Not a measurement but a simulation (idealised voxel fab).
You're looking at the process module voxel transistor to metal.
Xsec cut, 155 nm wide, square cell size 5 nm.
How to read a cross-section here: the picture is a grid of square cells, written as bands going from the top down, and any band can span one or more rows of cells. Top height, bottom height, nm. Materials left to right, width each, nm. Single material + "throughout" = fills band edge to edge. "air" = empty. Height datum 0, below which the as-received substrate wafer is one material. Lowest band open at the bottom, running downward: "top 0, no bottom". It should be noted that a width expressed as "30->40" varies in equal increments from row to row of cells within the band, taking the value of the first number at the top row and that of the second number at the bottom row. It should be understood that the words "no change occurred", when stated for a given step, signify that the cross-section underwent no change in any of its cells during that step. In "Unvented cavities" the enclosed voids are listed, meaning empty spaces of 8 cells or larger without any opening to the top. The form is width x height at distance, distance from the left edge, units nm. That trailing text on a step's line, after the settings, is the simulator's own remark on the step. On any step carrying a mask, the "overlay nm" setting, if present on the step's line, tells how far right of its planned place the mask lay; negative values point to the left.

**These are the steps we planned for the process**
step 1: op RECEIVE | material Si
step 2: op OXIDIZE | depth nm 5
step 3: op CONFORMAL_DEP | material SiN | thk nm 15
step 4: op MASKED_ETCH | tone cover | mask id ACTIVE | width nm 105 | etch materials SiN | depth nm 15 | overlay nm 0
step 5: op MASKED_ETCH | tone cover | mask id ACTIVE | width nm 105 | etch materials SiO2 | depth nm 5 | overlay nm 0
step 6: op MASKED_ETCH | tone cover | mask id ACTIVE | width nm 105 | etch materials Si | depth nm 35 | overlay nm 0
step 7: op OXIDIZE | depth nm 5
step 8: op FILL_DEP | material SiO2 | thk nm 10
step 9: op CMP | height nm 15
step 10: op SELECTIVE_ETCH | etch materials SiO2 | depth nm 10
step 11: op STRIP | etch materials SiN
step 12: op SELECTIVE_ETCH | etch materials SiO2 | depth nm 5
step 13: op OXIDIZE | depth nm 5
step 14: op DIRECTIONAL_DEP | material polySi | thk nm 25
step 15: op DIRECTIONAL_DEP | material SiCN | thk nm 15
step 16: op DIRECTIONAL_DEP | material aC | thk nm 10
step 17: op PATTERN | tone cover | mask id GATE | material resist | width nm 15 | thk nm 25 | overlay nm 0
step 18: op DIRECTIONAL_ETCH | etch materials aC | depth nm 10
step 19: op STRIP | etch materials resist
step 20: op DIRECTIONAL_ETCH | etch materials SiCN | depth nm 25
step 21: op DIRECTIONAL_ETCH | etch materials polySi | depth nm 35
step 22: op STRIP | etch materials aC
step 23: op CONFORMAL_DEP | material SiO2 | thk nm 5
step 24: op DIRECTIONAL_ETCH | etch materials SiO2 | depth nm 5
step 25: op CONFORMAL_DEP | material SiN | thk nm 10
step 26: op DIRECTIONAL_ETCH | etch materials SiN | depth nm 10
step 27: op DIRECTIONAL_ETCH | etch materials SiO2 | depth nm 5
step 28: op DIRECTIONAL_ETCH | etch materials Si | depth nm 5
step 29: op EPI | material pSi | thk nm 10
step 30: op FILL_DEP | material SiO2 | thk nm 5
step 31: op CMP | height nm 35
step 32: op DIRECTIONAL_DEP | material SiO2 | thk nm 15
step 33: op PATTERN | tone open | mask id CONTACT | material resist | width nm 20 | pitch nm 65 | thk nm 20 | overlay nm 0
step 34: op DIRECTIONAL_ETCH | etch materials SiO2 | depth nm 50
step 35: op STRIP | etch materials resist
step 36: op CONFORMAL_DEP | material TiN | thk nm 5
step 37: op FILL_DEP | material W | thk nm 5
step 38: op CMP | height nm 50
step 39: op CONFORMAL_DEP | material SiCN | thk nm 5
step 40: op DIRECTIONAL_DEP | material SiO2 | thk nm 25
step 41: op PATTERN | tone open | mask id METAL_1 | material resist | width nm 20 | pitch nm 65 | thk nm 15 | overlay nm 0
step 42: op DIRECTIONAL_ETCH | etch materials SiO2 | depth nm 25
step 43: op DIRECTIONAL_ETCH | etch materials SiCN | depth nm 5
step 44: op STRIP | etch materials resist
step 45: op CONFORMAL_DEP | material TiN | thk nm 5
step 46: op FILL_DEP | material W | thk nm 5
step 47: op CMP | height nm 80
step 48: op EPI | material Ru | thk nm 5
step 49: op FILL_DEP | material SiCN | thk nm 5

**Received-state cross-section, reflecting completion of step 1**
top 0, no bottom: Si throughout
Unvented cavities: none

**Cross-section at module end, one run error; start and plan unchanged from above**
top 90, bottom 85: SiCN throughout
top 85, bottom 80: SiCN (30)  Ru (30)  SiCN (35)  Ru (30)  SiCN (30)
top 80, bottom 55: SiO2 (35)  TiN (5)  W (10)  TiN (5)  SiO2 (45)  TiN (5)  W (10)  TiN (5)  SiO2 (35)
top 55, bottom 50: SiCN (35)  TiN (20)  SiCN (45)  TiN (20)  SiCN (35)
top 50, bottom 35: SiO2 (35)  TiN (5)  W (10)  TiN (5)  SiO2 (45)  TiN (5)  W (10)  TiN (5)  SiO2 (35)
top 35, bottom 20: SiO2 (35)  TiN (5)  W (10)  TiN (5)  SiN (10)  SiO2 (5)  SiCN (15)  SiO2 (5)  SiN (10)  TiN (5)  W (10)  TiN (5)  SiO2 (35)
top 20, bottom 5: SiO2 (35)  TiN (5)  W (10)  TiN (5)  SiN (10)  SiO2 (5)  polySi (15)  SiO2 (5)  SiN (10)  TiN (5)  W (10)  TiN (5)  SiO2 (35)
top 5, bottom 0: SiO2 (35)  TiN (20)  SiN (10)  SiO2 (5)  polySi (15)  SiO2 (5)  SiN (10)  TiN (20)  SiO2 (35)
top 0, bottom -5: SiO2 (35)  SiN (10)  pSi (10)  SiN (10)  SiO2 (5)  polySi (15)  SiO2 (5)  SiN (10)  pSi (10)  SiO2 (10)  pSi (10)  SiN (10)  SiO2 (15)
top -5, bottom -10: SiO2 (45)  pSi (10)  SiO2 (45)  pSi (30)  SiO2 (25)
top -10, bottom -15: SiO2 (30)  Si (15)  pSi (10)  Si (45)  pSi (30)  Si (5)  SiO2 (20)
top -15, bottom -45: SiO2 (30)  Si (105)  SiO2 (20)
top -45, no bottom: Si throughout
Unvented cavities: none
Where did the run depart from the plan? step 4 was processed under conditions differing from the plan, specifically as op MASKED_ETCH | tone cover | mask id ACTIVE | width nm 105 | etch materials SiN | depth nm 15 | overlay nm 10
